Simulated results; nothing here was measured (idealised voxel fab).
process module | voxel gate over fins
cross-section cut | 260 nm wide | cells 5 nm
A cross-section is a grid of square cells, given in bands from the top down. A band is one or more rows of cells.
Each band's line starts with the height of the band's top and of its bottom, in nm. Then come its materials from left to right, each with its width in nm. One material with "throughout" fills the band from edge to edge. "air" is empty space.
Height 0 is the level under which the wafer as received is all one material. The lowest band goes on downwards, as in "0 down".
A width such as "30 to 40" changes by the same amount from each row of cells to the next, from the band's top row to its bottom row.
"no change" after a step means that no cell of the cross-section changed.
closed voids: empty space of 8 cells or more with no open way to the top, each as width x height at its distance from the left edge, in nm
after a step's settings: what the simulator itself notes on the step
overlay nm, on a step with a mask: how far to the right of its planned place the mask lay; to the left if negative
plan
1 op RECEIVE | material Si
2 op CONFORMAL_DEP | material SiN | thk nm 5
3 op MASKED_ETCH | tone cover | mask id FINS | width nm 15 | pitch nm 35 | etch materials SiN | depth nm 5 | overlay nm 0
4 op MASKED_ETCH | tone cover | mask id FINS | width nm 15 | pitch nm 35 | etch materials Si | depth nm 35 | overlay nm 0
5 op OXIDIZE | depth nm 5
6 op FILL_DEP | material SiO2 | thk nm 15
7 op CMP | height nm 5
8 op SELECTIVE_ETCH | etch materials SiO2 | depth nm 20
9 op STRIP | etch materials SiN
10 op CONFORMAL_DEP | material HfO2 | thk nm 5
11 op CONFORMAL_DEP | material TiN | thk nm 5
12 op CONFORMAL_DEP | material TiAl | thk nm 5
13 op CONFORMAL_DEP | material TiN | thk nm 5
14 op FILL_DEP | material W | thk nm 15
15 op CMP | height nm 30
16 op CONFORMAL_DEP | material SiN | thk nm 10
as received, after step 1
  0 down: Si throughout
  closed voids: none
first wafer at the end, as planned
  40 to 30: SiN throughout
  30 to 20: W throughout
  20 to 15: W 90 | TiN 80 | W 90
  15 to 10: W 90 | TiN 5 | TiAl 70 | TiN 5 | W 90
  10 to 5: W 90 | TiN 5 | TiAl 5 | TiN 25 | TiAl 10 | TiN 25 | TiAl 5 | TiN 5 | W 90
  5 to 0: TiN 95 | TiAl 5 | TiN 5 | HfO2 15 | TiN 5 | TiAl 10 | TiN 5 | HfO2 15 | TiN 5 | TiAl 5 | TiN 95
  0 to -5: TiAl 100 | TiN 5 | HfO2 5 | Si 5 | HfO2 5 | TiN 5 | TiAl 10 | TiN 5 | HfO2 5 | Si 5 | HfO2 5 | TiN 5 | TiAl 100
  -5 to -10: TiN 105 | HfO2 5 | Si 5 | HfO2 5 | TiN 20 | HfO2 5 | Si 5 | HfO2 5 | TiN 105
  -10 to -15: HfO2 110 | Si 5 | HfO2 30 | Si 5 | HfO2 110
  -15 to -40: SiO2 110 | Si 5 | SiO2 30 | Si 5 | SiO2 110
  -40 down: Si throughout
  closed voids: none
second wafer at the end: like start, like plan, one mistake
  40 to 30: SiN throughout
  30 to 20: W throughout
  20 to 15: W 90 | TiN 80 | W 90
  15 to 10: W 90 | TiN 5 | TiAl 70 | TiN 5 | W 90
  10 to 5: W 90 | TiN 5 | TiAl 5 | W 25 | TiAl 10 | W 25 | TiAl 5 | TiN 5 | W 90
  5 to 0: TiN 95 | TiAl 5 | W 5 | HfO2 15 | W 5 | TiAl 10 | W 5 | HfO2 15 | W 5 | TiAl 5 | TiN 95
  0 to -5: TiAl 100 | W 5 | HfO2 5 | Si 5 | HfO2 5 | W 5 | TiAl 10 | W 5 | HfO2 5 | Si 5 | HfO2 5 | W 5 | TiAl 100
  -5 to -10: W 105 | HfO2 5 | Si 5 | HfO2 5 | W 20 | HfO2 5 | Si 5 | HfO2 5 | W 105
  -10 to -15: HfO2 110 | Si 5 | HfO2 30 | Si 5 | HfO2 110
  -15 to -40: SiO2 110 | Si 5 | SiO2 30 | Si 5 | SiO2 110
  -40 down: Si throughout
  closed voids: none
what went wrong: step 11 ran as: op CONFORMAL_DEP | material W | thk nm 5
at the end the second wafer has, in cells: 64 fewer of TiN | 64 more of W
